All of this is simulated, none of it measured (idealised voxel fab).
Presented below is a process module, voxel tone inversion.
Pictured: cross-section cut, 255 nm wide, on a grid of 5 nm square cells.
In this document a cross-section is written as a grid of square cells. It is given as a series of bands, listed from the top down, and a band is one or more rows of cells. Heights first: top, then bottom, in nm. Then materials, left to right, each with a width in nm. "everywhere" on a single material: fills the band edge to edge. "air": empty space. Basically, 0 is our baseline, since under it the wafer straight out of the box is all one material. The bottom band has no lower end and keeps on going down, so it looks like "0 nm and below". Top row gets the first number, bottom row gets the second, and each row in between changes by the same step: that is how a band width like "30..40" works. For the purposes of this document, the phrase "all unchanged" attached to a step denotes that no cell within the cross-section was modified by that step. In the "Closed void list" entry, you get each enclosed empty space of 8 cells or more, one with no open way to the top, written width x height at distance, distance from the left edge, in nm. That trailing text on a step's line, after the settings, is the simulator's own remark on the step. overlay nm: mask right of planned place by this much (step with mask). Neg. = left.

## So here's the lineup of process steps we planned
1 RECEIVE [material Si]
2 CONFORMAL_DEP [material SiN] [thk nm 5]
3 DIRECTIONAL_DEP [material polySi] [thk nm 15]
4 PATTERN [tone cover] [mask id POSTS] [material resist] [width nm 25] [pitch nm 40] [thk nm 25] [overlay nm 0]
5 DIRECTIONAL_ETCH [etch materials polySi] [depth nm 15]
6 STRIP [etch materials resist]
7 FILL_DEP [material lowk] [thk nm 5]
8 CMP [height nm 20]
9 STRIP [etch materials polySi]
10 CONFORMAL_DEP [material TiN] [thk nm 5]
11 FILL_DEP [material Cu] [thk nm 10]
12 CMP [height nm 20]
13 CONFORMAL_DEP [material SiN] [thk nm 5]

## Cross-section: wafer on arrival = after step 1
- 0 nm and below  Si everywhere
- Closed void list: none

## Module complete, cross-section. Starting point and plan per above. One mistake made in running the module
- 25 nm to 20 nm  SiN everywhere
- 20 nm to 10 nm  100 of lowk, 5 of TiN, 10 of Cu, 5 of TiN, 20 of lowk, 5 of TiN, 10 of Cu, 5 of TiN, 95 of lowk
- 10 nm to 5 nm  100 of lowk, 20 of TiN, 20 of lowk, 20 of TiN, 95 of lowk
- 5 nm to 0 nm  SiN everywhere
- 0 nm and below  Si everywhere
- Closed void list: none
What was the processing mistake? step 4 ran differently from the plan; actual operation with settings: PATTERN [tone cover] [mask id POSTS] [material resist] [width nm 20] [pitch nm 40] [thk nm 25] [overlay nm 0]
